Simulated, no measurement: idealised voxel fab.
The document below concerns the process module designated voxel gate over fins.
Cross-section cut spans 225 nm and uses square cells 5 nm in size.
Cross-section layout: square cells on a grid; listed as bands, top to bottom; a band spans one or more cell rows. This entry defines a band. It first specifies the height of the band's top and the height of its bottom in nm, and then specifies the band's materials from left to right, stating each material with its width in nm. The word "everywhere" identifies a single material that fills the band from edge to edge, while the word "blank" identifies empty space. We count height from 0. Below that, the starting wafer is all one material. The lowest band never ends at the bottom but goes on down; see "0..down" for how that is written. Think of "30->40" as a width that walks from the first number to the second as you go down the band, top row to bottom row, taking equal-sized steps from row to row. "no change" for a step: no cell of the cross-section changed in that step. Closed empty spaces (no open way to the top) of 8 cells or more are what "Unvented voids" lists, each as width x height at distance from the left edge, nm for all three. Formally, on a step line, whatever follows the settings is a remark that the simulator itself makes on the step. "overlay nm" on a masked step: distance the mask lay right of its planned place, negative for left.

These are the steps we planned for the process
1. RECEIVE (material Si)
2. CONFORMAL_DEP (material SiN; thk nm 10)
3. DIRECTIONAL_DEP (material aC; thk nm 15)
4. PATTERN (tone cover; mask id FINS; material resist; width nm 15; pitch nm 35; thk nm 30; overlay nm 0)
5. DIRECTIONAL_ETCH (etch materials aC; depth nm 15)
6. STRIP (etch materials resist)
7. DIRECTIONAL_ETCH (etch materials SiN; depth nm 10)
8. DIRECTIONAL_ETCH (etch materials Si; depth nm 40)
9. STRIP (etch materials aC)
10. OXIDIZE (depth nm 5)
11. FILL_DEP (material SiO2; thk nm 10)
12. CMP (height nm 10)
13. SELECTIVE_ETCH (etch materials SiO2; depth nm 20)
14. STRIP (etch materials SiN)
15. CONFORMAL_DEP (material HfO2; thk nm 5)
16. CONFORMAL_DEP (material TiN; thk nm 5)
17. CONFORMAL_DEP (material TiAl; thk nm 5)
18. CONFORMAL_DEP (material TiN; thk nm 5)
19. FILL_DEP (material W; thk nm 10)
20. CMP (height nm 25)
21. CONFORMAL_DEP (material SiN; thk nm 10)

Run as planned: first of two wafers

Incoming wafer, cross-sectional view, post step 1
    0..down | Si everywhere
    Unvented voids: none

So this is the wafer cross-section right after step 2
    10..0 | SiN everywhere
    Nothing below the height 0 has changed.

So this is the wafer cross-section right after step 3
    25..10 | aC everywhere
    Nothing below the height 10 has changed.

So this is the wafer cross-section right after step 4
    55..25 | blank (50), then resist (15), then blank (20), then resist (15), then blank (20), then resist (15), then blank (20), then resist (15), then blank (55)
    Nothing below the height 25 has changed.

So this is the wafer cross-section right after step 5
    40..25 | blank (50), then resist (15), then blank (20), then resist (15), then blank (20), then resist (15), then blank (20), then resist (15), then blank (55)
    25..10 | blank (50), then aC (15), then blank (20), then aC (15), then blank (20), then aC (15), then blank (20), then aC (15), then blank (55)
    Nothing below the height 10 has changed.

So this is the wafer cross-section right after step 6
    25..10 | blank (50), then aC (15), then blank (20), then aC (15), then blank (20), then aC (15), then blank (20), then aC (15), then blank (55)
    Nothing below the height 10 has changed.

So this is the wafer cross-section right after step 7
    25..10 | blank (50), then aC (15), then blank (20), then aC (15), then blank (20), then aC (15), then blank (20), then aC (15), then blank (55)
    10..0 | blank (50), then SiN (15), then blank (20), then SiN (15), then blank (20), then SiN (15), then blank (20), then SiN (15), then blank (55)
    Nothing below the height 0 has changed.

So this is the wafer cross-section right after step 8
    25..10 | blank (50), then aC (15), then blank (20), then aC (15), then blank (20), then aC (15), then blank (20), then aC (15), then blank (55)
    10..0 | blank (50), then SiN (15), then blank (20), then SiN (15), then blank (20), then SiN (15), then blank (20), then SiN (15), then blank (55)
    0..-40 | blank (50), then Si (15), then blank (20), then Si (15), then blank (20), then Si (15), then blank (20), then Si (15), then blank (55)
    Nothing below the height -40 has changed.

So this is the wafer cross-section right after step 9
    10..0 | blank (50), then SiN (15), then blank (20), then SiN (15), then blank (20), then SiN (15), then blank (20), then SiN (15), then blank (55)
    Nothing below the height 0 has changed.

So this is the wafer cross-section right after step 10
    10..0 | blank (50), then SiN (15), then blank (20), then SiN (15), then blank (20), then SiN (15), then blank (20), then SiN (15), then blank (55)
    0..-40 | blank (50), then SiO2 (5), then Si (5), then SiO2 (5), then blank (20), then SiO2 (5), then Si (5), then SiO2 (5), then blank (20), then SiO2 (5), then Si (5), then SiO2 (5), then blank (20), then SiO2 (5), then Si (5), then SiO2 (5), then blank (55)
    -40..-45 | SiO2 (55), then Si (5), then SiO2 (30), then Si (5), then SiO2 (30), then Si (5), then SiO2 (30), then Si (5), then SiO2 (60)
    Nothing below the height -45 has changed.

So this is the wafer cross-section right after step 11
    20..10 | SiO2 everywhere
    10..0 | SiO2 (50), then SiN (15), then SiO2 (20), then SiN (15), then SiO2 (20), then SiN (15), then SiO2 (20), then SiN (15), then SiO2 (55)
    0..-45 | SiO2 (55), then Si (5), then SiO2 (30), then Si (5), then SiO2 (30), then Si (5), then SiO2 (30), then Si (5), then SiO2 (60)
    Nothing below the height -45 has changed.

So this is the wafer cross-section right after step 12
    10..0 | SiO2 (50), then SiN (15), then SiO2 (20), then SiN (15), then SiO2 (20), then SiN (15), then SiO2 (20), then SiN (15), then SiO2 (55)
    Nothing below the height 0 has changed.

So this is the wafer cross-section right after step 13
    10..0 | blank (50), then SiN (15), then blank (20), then SiN (15), then blank (20), then SiN (15), then blank (20), then SiN (15), then blank (55)
    0..-10 | blank (55), then Si (5), then blank (30), then Si (5), then blank (30), then Si (5), then blank (30), then Si (5), then blank (60)
    Nothing below the height -10 has changed.

So this is the wafer cross-section right after step 14
    0..-10 | blank (55), then Si (5), then blank (30), then Si (5), then blank (30), then Si (5), then blank (30), then Si (5), then blank (60)
    Nothing below the height -10 has changed.

So this is the wafer cross-section right after step 15
    5..0 | blank (50), then HfO2 (15), then blank (20), then HfO2 (15), then blank (20), then HfO2 (15), then blank (20), then HfO2 (15), then blank (55)
    0..-5 | blank (50), then HfO2 (5), then Si (5), then HfO2 (5), then blank (20), then HfO2 (5), then Si (5), then HfO2 (5), then blank (20), then HfO2 (5), then Si (5), then HfO2 (5), then blank (20), then HfO2 (5), then Si (5), then HfO2 (5), then blank (55)
    -5..-10 | HfO2 (55), then Si (5), then HfO2 (30), then Si (5), then HfO2 (30), then Si (5), then HfO2 (30), then Si (5), then HfO2 (60)
    Nothing below the height -10 has changed.

So this is the wafer cross-section right after step 16
    10..5 | blank (45), then TiN (25), then blank (10), then TiN (25), then blank (10), then TiN (25), then blank (10), then TiN (25), then blank (50)
    5..0 | blank (45), then TiN (5), then HfO2 (15), then TiN (5), then blank (10), then TiN (5), then HfO2 (15), then TiN (5), then blank (10), then TiN (5), then HfO2 (15), then TiN (5), then blank (10), then TiN (5), then HfO2 (15), then TiN (5), then blank (50)
    0..-5 | TiN (50), then HfO2 (5), then Si (5), then HfO2 (5), then TiN (20), then HfO2 (5), then Si (5), then HfO2 (5), then TiN (20), then HfO2 (5), then Si (5), then HfO2 (5), then TiN (20), then HfO2 (5), then Si (5), then HfO2 (5), then TiN (55)
    Nothing below the height -5 has changed.

So this is the wafer cross-section right after step 17
    15..10 | blank (40), then TiAl (140), then blank (45)
    10..5 | blank (40), then TiAl (5), then TiN (25), then TiAl (10), then TiN (25), then TiAl (10), then TiN (25), then TiAl (10), then TiN (25), then TiAl (5), then blank (45)
    5..0 | TiAl (45), then TiN (5), then HfO2 (15), then TiN (5), then TiAl (10), then TiN (5), then HfO2 (15), then TiN (5), then TiAl (10), then TiN (5), then HfO2 (15), then TiN (5), then TiAl (10), then TiN (5), then HfO2 (15), then TiN (5), then TiAl (50)
    Nothing below the height 0 has changed.

So this is the wafer cross-section right after step 18
    20..15 | blank (35), then TiN (150), then blank (40)
    15..10 | blank (35), then TiN (5), then TiAl (140), then TiN (5), then blank (40)
    10..5 | TiN (40), then TiAl (5), then TiN (25), then TiAl (10), then TiN (25), then TiAl (10), then TiN (25), then TiAl (10), then TiN (25), then TiAl (5), then TiN (45)
    Nothing below the height 5 has changed.

So this is the wafer cross-section right after step 19
    30..20 | W everywhere
    20..15 | W (35), then TiN (150), then W (40)
    15..10 | W (35), then TiN (5), then TiAl (140), then TiN (5), then W (40)
    Nothing below the height 10 has changed.

So this is the wafer cross-section right after step 20
    25..20 | W everywhere
    Nothing below the height 20 has changed.

So this is the wafer cross-section right after step 21
    35..25 | SiN everywhere
    Nothing below the height 25 has changed.

Wafer two. Identical start, identical plan. One mistake in execution. Identical history through step 7

The second wafer cut through, at the time step 8 was supposed to be finished
    25..10 | blank (50), then aC (15), then blank (20), then aC (15), then blank (20), then aC (15), then blank (20), then aC (15), then blank (55)
    10..0 | blank (50), then SiN (15), then blank (20), then SiN (15), then blank (20), then SiN (15), then blank (20), then SiN (15), then blank (55)
    0..-35 | blank (50), then Si (15), then blank (20), then Si (15), then blank (20), then Si (15), then blank (20), then Si (15), then blank (55)
    Nothing below the height -35 has changed.

The second wafer cut through, at the time step 9 was supposed to be finished
    10..0 | blank (50), then SiN (15), then blank (20), then SiN (15), then blank (20), then SiN (15), then blank (20), then SiN (15), then blank (55)
    Nothing below the height 0 has changed.

The second wafer cut through, at the time step 10 was supposed to be finished
    10..0 | blank (50), then SiN (15), then blank (20), then SiN (15), then blank (20), then SiN (15), then blank (20), then SiN (15), then blank (55)
    0..-35 | blank (50), then SiO2 (5), then Si (5), then SiO2 (5), then blank (20), then SiO2 (5), then Si (5), then SiO2 (5), then blank (20), then SiO2 (5), then Si (5), then SiO2 (5), then blank (20), then SiO2 (5), then Si (5), then SiO2 (5), then blank (55)
    -35..-40 | SiO2 (55), then Si (5), then SiO2 (30), then Si (5), then SiO2 (30), then Si (5), then SiO2 (30), then Si (5), then SiO2 (60)
    Nothing below the height -40 has changed.

The second wafer cut through, at the time step 11 was supposed to be finished
    20..10 | SiO2 everywhere
    10..0 | SiO2 (50), then SiN (15), then SiO2 (20), then SiN (15), then SiO2 (20), then SiN (15), then SiO2 (20), then SiN (15), then SiO2 (55)
    0..-40 | SiO2 (55), then Si (5), then SiO2 (30), then Si (5), then SiO2 (30), then Si (5), then SiO2 (30), then Si (5), then SiO2 (60)
    Nothing below the height -40 has changed.

The second wafer cut through, at the time step 12 was supposed to be finished
    10..0 | SiO2 (50), then SiN (15), then SiO2 (20), then SiN (15), then SiO2 (20), then SiN (15), then SiO2 (20), then SiN (15), then SiO2 (55)
    Nothing below the height 0 has changed.

The second wafer cut through, at the time step 13 was supposed to be finished
    10..0 | blank (50), then SiN (15), then blank (20), then SiN (15), then blank (20), then SiN (15), then blank (20), then SiN (15), then blank (55)
    0..-10 | blank (55), then Si (5), then blank (30), then Si (5), then blank (30), then Si (5), then blank (30), then Si (5), then blank (60)
    Nothing below the height -10 has changed.

The second wafer cut through, at the time step 14 was supposed to be finished
    0..-10 | blank (55), then Si (5), then blank (30), then Si (5), then blank (30), then Si (5), then blank (30), then Si (5), then blank (60)
    Nothing below the height -10 has changed.

The second wafer cut through, at the time step 15 was supposed to be finished
    5..0 | blank (50), then HfO2 (15), then blank (20), then HfO2 (15), then blank (20), then HfO2 (15), then blank (20), then HfO2 (15), then blank (55)
    0..-5 | blank (50), then HfO2 (5), then Si (5), then HfO2 (5), then blank (20), then HfO2 (5), then Si (5), then HfO2 (5), then blank (20), then HfO2 (5), then Si (5), then HfO2 (5), then blank (20), then HfO2 (5), then Si (5), then HfO2 (5), then blank (55)
    -5..-10 | HfO2 (55), then Si (5), then HfO2 (30), then Si (5), then HfO2 (30), then Si (5), then HfO2 (30), then Si (5), then HfO2 (60)
    Nothing below the height -10 has changed.

The second wafer cut through, at the time step 16 was supposed to be finished
    10..5 | blank (45), then TiN (25), then blank (10), then TiN (25), then blank (10), then TiN (25), then blank (10), then TiN (25), then blank (50)
    5..0 | blank (45), then TiN (5), then HfO2 (15), then TiN (5), then blank (10), then TiN (5), then HfO2 (15), then TiN (5), then blank (10), then TiN (5), then HfO2 (15), then TiN (5), then blank (10), then TiN (5), then HfO2 (15), then TiN (5), then blank (50)
    0..-5 | TiN (50), then HfO2 (5), then Si (5), then HfO2 (5), then TiN (20), then HfO2 (5), then Si (5), then HfO2 (5), then TiN (20), then HfO2 (5), then Si (5), then HfO2 (5), then TiN (20), then HfO2 (5), then Si (5), then HfO2 (5), then TiN (55)
    Nothing below the height -5 has changed.

The second wafer cut through, at the time step 17 was supposed to be finished
    15..10 | blank (40), then TiAl (140), then blank (45)
    10..5 | blank (40), then TiAl (5), then TiN (25), then TiAl (10), then TiN (25), then TiAl (10), then TiN (25), then TiAl (10), then TiN (25), then TiAl (5), then blank (45)
    5..0 | TiAl (45), then TiN (5), then HfO2 (15), then TiN (5), then TiAl (10), then TiN (5), then HfO2 (15), then TiN (5), then TiAl (10), then TiN (5), then HfO2 (15), then TiN (5), then TiAl (10), then TiN (5), then HfO2 (15), then TiN (5), then TiAl (50)
    Nothing below the height 0 has changed.

The second wafer cut through, at the time step 18 was supposed to be finished
    20..15 | blank (35), then TiN (150), then blank (40)
    15..10 | blank (35), then TiN (5), then TiAl (140), then TiN (5), then blank (40)
    10..5 | TiN (40), then TiAl (5), then TiN (25), then TiAl (10), then TiN (25), then TiAl (10), then TiN (25), then TiAl (10), then TiN (25), then TiAl (5), then TiN (45)
    Nothing below the height 5 has changed.

The second wafer cut through, at the time step 19 was supposed to be finished
    30..20 | W everywhere
    20..15 | W (35), then TiN (150), then W (40)
    15..10 | W (35), then TiN (5), then TiAl (140), then TiN (5), then W (40)
    Nothing below the height 10 has changed.

The second wafer cut through, at the time step 20 was supposed to be finished
    25..20 | W everywhere
    Nothing below the height 20 has changed.

The second wafer cut through, at the time step 21 was supposed to be finished
    35..25 | SiN everywhere
    Nothing below the height 25 has changed.
What went wrong in running the wafer? it should be noted that step 8 was executed with settings other than those planned, the operation and settings actually applied being DIRECTIONAL_ETCH (etch materials Si; depth nm 35)
Materials where the second wafer ends with more or fewer cells than the first: Si +41, SiO2 -41
